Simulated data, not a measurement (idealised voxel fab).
The document below concerns the process module designated voxel lift off.
250 nm wide, 5 nm square cells: that's cross-section cut.
This document writes a cross-section as a grid whose cells are square, and gives it as bands, listed from the top down; one or more rows of cells form a band. Quick guide to a band line: top height, bottom height (nm) up front; then every material left to right with its width in nm. Only one material and it's marked "throughout"? Then it fills the band edge to edge. And "air" just means empty space. All heights in this document are referenced to 0, defined as the level beneath which the wafer, as received, consists entirely of one material. The lowest band is not bounded below; it extends indefinitely downward and is written in the form "from 0 down". Per-row width for "30..40": begins at first number (top row of band), ends at second number (bottom row), increment between rows held constant. The designation "everything unchanged", where it is given for a processing step, indicates that no cell of the cross-section was altered in the course of that step. "Sealed void listing" enumerates empty spaces isolated from the top, with no open way to it, that contain at least 8 cells, giving each as width x height at distance from the left edge, all three in nm. The remark found on a step's line after its settings is issued by the simulator itself and pertains to that step. The optional step-line setting "overlay nm" applies to steps with a mask and quantifies how far to the right of its planned location the mask lay, a negative value indicating leftward placement.
Process steps foreseen in the plan
| 1 | RECEIVE (material Si) |
| 2 | CONFORMAL_DEP (material SiN; thk nm 15) |
| 3 | PATTERN (tone open; mask id LINES; material resist; width nm 20; pitch nm 50; thk nm 20; overlay nm 0) |
| 4 | DIRECTIONAL_DEP (material Ru; thk nm 10) |
| 5 | STRIP (etch materials resist) |
| 6 | CONFORMAL_DEP (material SiCN; thk nm 5) |
Below: the first of two wafers, run as planned
Shown in cross-section is the wafer as received, that is, as it stands after step 1
- from 0 down: Si throughout
- Sealed void listing: none
The following cross-section depicts the wafer upon completion of step 2
- from 15 to 0: SiN throughout
- Note: structure below 0 unchanged.
The following cross-section depicts the wafer upon completion of step 3
- from 35 to 15: resist=90, air=20, resist=30, air=20, resist=90
- Note: structure below 15 unchanged.
The following cross-section depicts the wafer upon completion of step 4
- from 45 to 35: Ru=90, air=20, Ru=30, air=20, Ru=90
- from 35 to 25: resist=90, air=20, resist=30, air=20, resist=90
- from 25 to 15: resist=90, Ru=20, resist=30, Ru=20, resist=90
- Note: structure below 15 unchanged.
The following cross-section depicts the wafer upon completion of step 5
- from 25 to 15: air=90, Ru=20, air=30, Ru=20, air=90
- Note: structure below 15 unchanged.
The following cross-section depicts the wafer upon completion of step 6
- from 30 to 25: air=85, SiCN=30, air=20, SiCN=30, air=85
- from 25 to 20: air=85, SiCN=5, Ru=20, SiCN=5, air=20, SiCN=5, Ru=20, SiCN=5, air=85
- from 20 to 15: SiCN=90, Ru=20, SiCN=30, Ru=20, SiCN=90
- Note: structure below 15 unchanged.
Here the second wafer is described. Its start and its plan were those of the first wafer. Its run contained one mistake. Up to and including step 2, it did exactly what the first wafer did
Second wafer at the planned finish of step 3, seen in cross-section
- from 35 to 15: air=90, resist=20, air=30, resist=20, air=90
- Note: structure below 15 unchanged.
Second wafer at the planned finish of step 4, seen in cross-section
- from 45 to 35: air=90, Ru=20, air=30, Ru=20, air=90
- from 35 to 25: air=90, resist=20, air=30, resist=20, air=90
- from 25 to 15: Ru=90, resist=20, Ru=30, resist=20, Ru=90
- Note: structure below 15 unchanged.
Second wafer at the planned finish of step 5, seen in cross-section
- from 25 to 15: Ru=90, air=20, Ru=30, air=20, Ru=90
- Note: structure below 15 unchanged.
Second wafer at the planned finish of step 6, seen in cross-section
- from 30 to 25: SiCN=95, air=10, SiCN=40, air=10, SiCN=95
- from 25 to 20: Ru=90, SiCN=5, air=10, SiCN=5, Ru=30, SiCN=5, air=10, SiCN=5, Ru=90
- from 20 to 15: Ru=90, SiCN=20, Ru=30, SiCN=20, Ru=90
- Note: structure below 15 unchanged.
Plan not followed: step 3 was processed under conditions differing from the plan, specifically as PATTERN (tone cover; mask id LINES; material resist; width nm 20; pitch nm 50; thk nm 20; overlay nm 0)
Per the end-of-run cell counts, the second wafer holds more or fewer of some materials than the first: Ru: 68 more
